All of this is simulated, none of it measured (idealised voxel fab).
Name of the process module below: voxel quadruple lines
Cross-sectional view cut (width: 170 nm; square cell size: 5 nm).
Cross-section spec: square-cell grid; bands listed top down; each band is one or more rows. This entry defines a band. It first specifies the height of the band's top and the height of its bottom in nm, and then specifies the band's materials from left to right, stating each material with its width in nm. The word "full width" identifies a single material that fills the band from edge to edge, while the word "empty" identifies empty space. Below 0: as-received wafer, all one material; heights counted from there. Lowest band: no bottom, goes on down, written "0..down". A width such as "30..40" changes by the same amount from each row of cells to the next, from the band's top row to its bottom row. "changes: none", as given for a step, is the statement that not any cell of the cross-section underwent a change during that step. In "Fully enclosed voids" the enclosed voids are listed, meaning empty spaces of 8 cells or larger without any opening to the top. The form is width x height at distance, distance from the left edge, units nm. Text after the settings on a step's line: the simulator's own remark on that step. Each step line may optionally specify "overlay nm", which for a step with a mask gives the rightward distance between the mask's planned place and where it lay, a negative value indicating the leftward direction.
List of planned process steps
1. RECEIVE with material Si
2. CONFORMAL_DEP with material Al2O3, thk nm 5
3. DIRECTIONAL_DEP with material W, thk nm 10
4. DIRECTIONAL_DEP with material polySi, thk nm 15
5. DIRECTIONAL_DEP with material aC, thk nm 25
6. PATTERN with tone cover, mask id MANDREL, material resist, width nm 30, thk nm 35, overlay nm 0
7. DIRECTIONAL_ETCH with etch materials aC, depth nm 25
8. STRIP with etch materials resist
9. CONFORMAL_DEP with material SiO2, thk nm 10
10. DIRECTIONAL_ETCH with etch materials SiO2, depth nm 10
11. STRIP with etch materials aC
12. DIRECTIONAL_ETCH with etch materials polySi, depth nm 15
13. STRIP with etch materials SiO2
14. CONFORMAL_DEP with material SiCN, thk nm 10
15. DIRECTIONAL_ETCH with etch materials SiCN, depth nm 10
16. STRIP with etch materials polySi
17. DIRECTIONAL_ETCH with etch materials W, depth nm 10
18. STRIP with etch materials SiCN
19. FILL_DEP with material lowk, thk nm 10
20. CMP with height nm 15
Of two wafers, the first: run according to plan
Received-state cross-section, reflecting completion of step 1
* 0..down: Si full width
* Fully enclosed voids: none
Step 2 complete: cross-section through the wafer
* 5..0: Al2O3 full width
* Everything under 0 stays put, no change at all.
Step 3 complete: cross-section through the wafer
* 15..5: W full width
* Everything under 5 stays put, no change at all.
Step 4 complete: cross-section through the wafer
* 30..15: polySi full width
* Everything under 15 stays put, no change at all.
Step 5 complete: cross-section through the wafer
* 55..30: aC full width
* Everything under 30 stays put, no change at all.
Step 6 complete: cross-section through the wafer
* 90..55: 70 of empty; 30 of resist; 70 of empty
* Everything under 55 stays put, no change at all.
Step 7 complete: cross-section through the wafer
* 65..55: 70 of empty; 30 of resist; 70 of empty
* 55..30: 70 of empty; 30 of aC; 70 of empty
* Everything under 30 stays put, no change at all.
Step 8 complete: cross-section through the wafer
* 55..30: 70 of empty; 30 of aC; 70 of empty
* Everything under 30 stays put, no change at all.
Step 9 complete: cross-section through the wafer
* 65..55: 60 of empty; 50 of SiO2; 60 of empty
* 55..40: 60 of empty; 10 of SiO2; 30 of aC; 10 of SiO2; 60 of empty
* 40..30: 70 of SiO2; 30 of aC; 70 of SiO2
* Everything under 30 stays put, no change at all.
Step 10 complete: cross-section through the wafer
* 55..30: 60 of empty; 10 of SiO2; 30 of aC; 10 of SiO2; 60 of empty
* Everything under 30 stays put, no change at all.
Step 11 complete: cross-section through the wafer
* 55..30: 60 of empty; 10 of SiO2; 30 of empty; 10 of SiO2; 60 of empty
* Everything under 30 stays put, no change at all.
Step 12 complete: cross-section through the wafer
* 55..30: 60 of empty; 10 of SiO2; 30 of empty; 10 of SiO2; 60 of empty
* 30..15: 60 of empty; 10 of polySi; 30 of empty; 10 of polySi; 60 of empty
* Everything under 15 stays put, no change at all.
Step 13 complete: cross-section through the wafer
* 30..15: 60 of empty; 10 of polySi; 30 of empty; 10 of polySi; 60 of empty
* Everything under 15 stays put, no change at all.
Step 14 complete: cross-section through the wafer
* 40..30: 50 of empty; 30 of SiCN; 10 of empty; 30 of SiCN; 50 of empty
* 30..25: 50 of empty; 10 of SiCN; 10 of polySi; 10 of SiCN; 10 of empty; 10 of SiCN; 10 of polySi; 10 of SiCN; 50 of empty
* 25..15: 60 of SiCN; 10 of polySi; 30 of SiCN; 10 of polySi; 60 of SiCN
* Everything under 15 stays put, no change at all.
Step 15 complete: cross-section through the wafer
* 30..15: 50 of empty; 10 of SiCN; 10 of polySi; 10 of SiCN; 10 of empty; 10 of SiCN; 10 of polySi; 10 of SiCN; 50 of empty
* Everything under 15 stays put, no change at all.
Step 16 complete: cross-section through the wafer
* 30..15: 50 of empty; 10 of SiCN; 10 of empty; 10 of SiCN; 10 of empty; 10 of SiCN; 10 of empty; 10 of SiCN; 50 of empty
* Everything under 15 stays put, no change at all.
Step 17 complete: cross-section through the wafer
* 30..15: 50 of empty; 10 of SiCN; 10 of empty; 10 of SiCN; 10 of empty; 10 of SiCN; 10 of empty; 10 of SiCN; 50 of empty
* 15..5: 50 of empty; 10 of W; 10 of empty; 10 of W; 10 of empty; 10 of W; 10 of empty; 10 of W; 50 of empty
* Everything under 5 stays put, no change at all.
Step 18 complete: cross-section through the wafer
* 15..5: 50 of empty; 10 of W; 10 of empty; 10 of W; 10 of empty; 10 of W; 10 of empty; 10 of W; 50 of empty
* Everything under 5 stays put, no change at all.
Step 19 complete: cross-section through the wafer
* 25..15: lowk full width
* 15..5: 50 of lowk; 10 of W; 10 of lowk; 10 of W; 10 of lowk; 10 of W; 10 of lowk; 10 of W; 50 of lowk
* Everything under 5 stays put, no change at all.
Step 20 complete: cross-section through the wafer
* 15..5: 50 of lowk; 10 of W; 10 of lowk; 10 of W; 10 of lowk; 10 of W; 10 of lowk; 10 of W; 50 of lowk
* Everything under 5 stays put, no change at all.
Second Wafer (Identical Start and Plan, One Processing Error; Matches First Wafer Through Step 5)
Second wafer: cross-section at the scheduled end of step 6
* 90..55: 70 of resist; 30 of empty; 70 of resist
* Everything under 55 stays put, no change at all.
Second wafer: cross-section at the scheduled end of step 7
* 65..55: 70 of resist; 30 of empty; 70 of resist
* 55..30: 70 of aC; 30 of empty; 70 of aC
* Everything under 30 stays put, no change at all.
Second wafer: cross-section at the scheduled end of step 8
* 55..30: 70 of aC; 30 of empty; 70 of aC
* Everything under 30 stays put, no change at all.
Second wafer: cross-section at the scheduled end of step 9
* 65..55: 80 of SiO2; 10 of empty; 80 of SiO2
* 55..40: 70 of aC; 10 of SiO2; 10 of empty; 10 of SiO2; 70 of aC
* 40..30: 70 of aC; 30 of SiO2; 70 of aC
* Everything under 30 stays put, no change at all.
Second wafer: cross-section at the scheduled end of step 10
* 55..30: 70 of aC; 10 of SiO2; 10 of empty; 10 of SiO2; 70 of aC
* Everything under 30 stays put, no change at all.
Second wafer: cross-section at the scheduled end of step 11
* 55..30: 70 of empty; 10 of SiO2; 10 of empty; 10 of SiO2; 70 of empty
* Everything under 30 stays put, no change at all.
Second wafer: cross-section at the scheduled end of step 12
* 55..30: 70 of empty; 10 of SiO2; 10 of empty; 10 of SiO2; 70 of empty
* 30..15: 70 of empty; 10 of polySi; 10 of empty; 10 of polySi; 70 of empty
* Everything under 15 stays put, no change at all.
Second wafer: cross-section at the scheduled end of step 13
* 30..15: 70 of empty; 10 of polySi; 10 of empty; 10 of polySi; 70 of empty
* Everything under 15 stays put, no change at all.
Second wafer: cross-section at the scheduled end of step 14
* 40..30: 60 of empty; 50 of SiCN; 60 of empty
* 30..25: 60 of empty; 10 of SiCN; 10 of polySi; 10 of SiCN; 10 of polySi; 10 of SiCN; 60 of empty
* 25..15: 70 of SiCN; 10 of polySi; 10 of SiCN; 10 of polySi; 70 of SiCN
* Everything under 15 stays put, no change at all.
Second wafer: cross-section at the scheduled end of step 15
* 30..15: 60 of empty; 10 of SiCN; 10 of polySi; 10 of SiCN; 10 of polySi; 10 of SiCN; 60 of empty
* Everything under 15 stays put, no change at all.
Second wafer: cross-section at the scheduled end of step 16
* 30..15: 60 of empty; 10 of SiCN; 10 of empty; 10 of SiCN; 10 of empty; 10 of SiCN; 60 of empty
* Everything under 15 stays put, no change at all.
Second wafer: cross-section at the scheduled end of step 17
* 30..15: 60 of empty; 10 of SiCN; 10 of empty; 10 of SiCN; 10 of empty; 10 of SiCN; 60 of empty
* 15..5: 60 of empty; 10 of W; 10 of empty; 10 of W; 10 of empty; 10 of W; 60 of empty
* Everything under 5 stays put, no change at all.
Second wafer: cross-section at the scheduled end of step 18
* 15..5: 60 of empty; 10 of W; 10 of empty; 10 of W; 10 of empty; 10 of W; 60 of empty
* Everything under 5 stays put, no change at all.
Second wafer: cross-section at the scheduled end of step 19
* 25..15: lowk full width
* 15..5: 60 of lowk; 10 of W; 10 of lowk; 10 of W; 10 of lowk; 10 of W; 60 of lowk
* Everything under 5 stays put, no change at all.
Second wafer: cross-section at the scheduled end of step 20
* 15..5: 60 of lowk; 10 of W; 10 of lowk; 10 of W; 10 of lowk; 10 of W; 60 of lowk
* Everything under 5 stays put, no change at all.
Which mistake was made when the wafer was run? off-plan run, step 6, actual operation and settings PATTERN with tone open, mask id MANDREL, material resist, width nm 30, thk nm 35, overlay nm 0
In the final state, the cell counts of the second wafer exceed or fall short of those of the first for the following materials: 4 fewer of W; 4 more of lowk
